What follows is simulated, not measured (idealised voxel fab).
The process module presented herein is designated voxel ribs on slabs.
cross-section cut | 260 nm wide | cells 5 nm
Just so we're on the same page, the cross-sections are grids of square cells, and they're listed out in bands top to bottom, each band one or more rows deep. Basically the band line says how high the top is and how high the bottom is, in nm, and then what's in it from left to right, every material with its width in nm. Empty space shows up as "blank", and if a single material carries "throughout" it runs the full band edge to edge. Heights are measured from 0, the level below which the as-received wafer is all one material; the lowest band has no bottom and continues downward, written as in "0 and below". Graded width ("30..40"): value in top row of band = first number; value in bottom row = second number; row-to-row change constant. For the purposes of this document, the phrase "no change occurred" attached to a step denotes that no cell within the cross-section was modified by that step. "Enclosed void list": sealed empty spaces, 8 cells or more, no open way to top, listed width x height at distance, with distance from the left edge and width, height and distance in nm. Whatever follows a step's settings on its line is a remark the simulator itself makes about that step. Among the settings permitted on a step's line is "overlay nm"; applied to a step with a mask, it specifies the extent to which the mask lay to the right of its planned position, whereas a negative figure signifies a position to the left.
# Process steps foreseen in the plan
1. op RECEIVE | material Si
2. op DIRECTIONAL_DEP | material SiO2 | thk nm 30
3. op DIRECTIONAL_DEP | material SiN | thk nm 20
4. op DIRECTIONAL_DEP | material aC | thk nm 10
5. op PATTERN | tone cover | mask id RIB | material resist | width nm 20 | thk nm 25 | overlay nm 0
6. op DIRECTIONAL_ETCH | etch materials aC | depth nm 10
7. op STRIP | etch materials resist
8. op DIRECTIONAL_ETCH | etch materials SiN | depth nm 5
9. op STRIP | etch materials aC
10. op PATTERN | tone cover | mask id SLAB | material resist | width nm 70 | thk nm 15 | overlay nm 0
11. op DIRECTIONAL_ETCH | etch materials SiN | depth nm 15
12. op STRIP | etch materials resist
13. op FILL_DEP | material SiO2 | thk nm 30
14. op CMP | height nm 70
15. op DIRECTIONAL_DEP | material TiN | thk nm 5
16. op MASKED_ETCH | tone cover | mask id HEATER | width nm 20 | etch materials TiN | depth nm 5 | overlay nm 0
17. op CONFORMAL_DEP | material SiO2 | thk nm 5
Same starting wafers, different width nm at step 16. Plan value belongs to the first wafer.
# Sectional view: first of several wafers, as received, after step 1
    0 and below: Si throughout
    Enclosed void list: none
# First wafer of several, cross-section, module end, after step 17 (last)
    80 down to 75: 115 blank / 30 SiO2 / 115 blank
    75 down to 70: 120 SiO2 / 20 TiN / 120 SiO2
    70 down to 50: SiO2 throughout
    50 down to 45: 120 SiO2 / 20 SiN / 120 SiO2
    45 down to 30: 95 SiO2 / 70 SiN / 95 SiO2
    30 down to 0: SiO2 throughout
    0 and below: Si throughout
    Enclosed void list: none
# Cross-section of the last wafer at end of module
    80 down to 75: 105 blank / 55 SiO2 / 100 blank
    75 down to 70: 110 SiO2 / 45 TiN / 105 SiO2
    70 down to 50: SiO2 throughout
    50 down to 45: 120 SiO2 / 20 SiN / 120 SiO2
    45 down to 30: 95 SiO2 / 70 SiN / 95 SiO2
    30 down to 0: SiO2 throughout
    0 and below: Si throughout
    Enclosed void list: none
# Tabulated below, wafer by wafer, are the end-of-module results: for each material, the number of cells gained (+) or lost (-) relative to the as-received state, followed by the closed voids
width nm 20; +46 SiN; +736 SiO2; +4 TiN; Enclosed void list: none
width nm 25; +46 SiN; +736 SiO2; +5 TiN; Enclosed void list: none
width nm 30; +46 SiN; +736 SiO2; +6 TiN; Enclosed void list: none
width nm 35; +46 SiN; +736 SiO2; +7 TiN; Enclosed void list: none
width nm 40; +46 SiN; +736 SiO2; +8 TiN; Enclosed void list: none
width nm 45; +46 SiN; +736 SiO2; +9 TiN; Enclosed void list: none
